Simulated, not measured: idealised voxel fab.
Process module heading - voxel self aligned vias
We display cut, a cross-section 280 nm in width whose square cells are each 5 nm.
Just so we're on the same page, the cross-sections are grids of square cells, and they're listed out in bands top to bottom, each band one or more rows deep. This entry defines a band. It first specifies the height of the band's top and the height of its bottom in nm, and then specifies the band's materials from left to right, stating each material with its width in nm. The word "all across" identifies a single material that fills the band from edge to edge, while the word "empty" identifies empty space. The reference from which all heights are counted is 0, the level beneath which the as-received wafer is entirely one material; the lowest band, having no lower bound, proceeds downward and is written after the example "0 nm and below". A width such as "30->40" changes by the same amount from each row of cells to the next, from the band's top row to its bottom row. For the purposes of this document, the phrase "remained unchanged" attached to a step denotes that no cell within the cross-section was modified by that step. Empty spaces without an open route to the top, at least 8 cells in extent, make up the entry "Closed void table"; each is given as width x height at distance, where the distance is measured from the left edge, and all are in nm. That trailing text on a step's line, after the settings, is the simulator's own remark on the step. overlay nm: right-of-plan distance of the mask on a masked step; negative values mean left-of-plan.

Steps in the process plan
| 1 | op RECEIVE | material Si |
| 2 | op CONFORMAL_DEP | material SiO2 | thk nm 10 |
| 3 | op CONFORMAL_DEP | material SiCN | thk nm 5 |
| 4 | op DIRECTIONAL_DEP | material lowk | thk nm 20 |
| 5 | op MASKED_ETCH | tone open | mask id LINES | width nm 20 | pitch nm 65 | etch materials lowk | depth nm 20 | overlay nm 0 |
| 6 | op CONFORMAL_DEP | material TiN | thk nm 5 |
| 7 | op FILL_DEP | material W | thk nm 10 |
| 8 | op CMP | height nm 35 |
| 9 | op SELECTIVE_ETCH | etch materials W Ru TiN | depth nm 5 |
| 10 | op FILL_DEP | material SiN | thk nm 10 |
| 11 | op CMP | height nm 35 |
| 12 | op DIRECTIONAL_DEP | material lowk | thk nm 20 |
| 13 | op PATTERN | tone open | mask id VIAS | material resist | width nm 40 | thk nm 15 | overlay nm 0 |
| 14 | op DIRECTIONAL_ETCH | etch materials lowk | depth nm 20 |
| 15 | op DIRECTIONAL_ETCH | etch materials SiN | depth nm 5 |
| 16 | op STRIP | etch materials resist |
| 17 | op CONFORMAL_DEP | material TiN | thk nm 5 |
| 18 | op FILL_DEP | material Ru | thk nm 5 |
| 19 | op CMP | height nm 55 |
| 20 | op CONFORMAL_DEP | material SiN | thk nm 5 |

Step 1 complete: cross-section of the wafer as received
	0 nm and below | Si all across
	Closed void table: none

The first of the two wafers as seen in cross-section once the module was finished; processing followed the plan
	60 nm to 55 nm | SiN all across
	55 nm to 40 nm | lowk 85, then TiN 5, then Ru 30, then TiN 5, then lowk 155
	40 nm to 35 nm | lowk 85, then TiN 15, then Ru 10, then TiN 15, then lowk 155
	35 nm to 30 nm | lowk 95, then TiN 20, then lowk 45, then SiN 20, then lowk 100
	30 nm to 20 nm | lowk 95, then TiN 5, then W 10, then TiN 5, then lowk 45, then TiN 5, then W 10, then TiN 5, then lowk 100
	20 nm to 15 nm | lowk 95, then TiN 20, then lowk 45, then TiN 20, then lowk 100
	15 nm to 10 nm | SiCN all across
	10 nm to 0 nm | SiO2 all across
	0 nm and below | Si all across
	Closed void table: none

Cross-sectional view of the second of two wafers upon completion of the module. This wafer shared its starting condition and process plan with the first; one error was made during its execution
	60 nm to 55 nm | SiN all across
	55 nm to 40 nm | lowk 85, then TiN 5, then Ru 30, then TiN 5, then lowk 155
	40 nm to 35 nm | lowk 85, then TiN 40, then lowk 155
	35 nm to 30 nm | SiCN all across
	30 nm to 10 nm | lowk all across
	10 nm to 0 nm | SiO2 all across
	0 nm and below | Si all across
	Closed void table: none
So what did we get wrong on this run? step 3 ran in the slot meant for step 4, and vice versa
At the finish, the second wafer shows more or fewer cells for some materials than the first does: Ru: 2 fewer | SiN: 4 fewer | TiN: 18 fewer | W: 8 fewer | lowk: 32 more
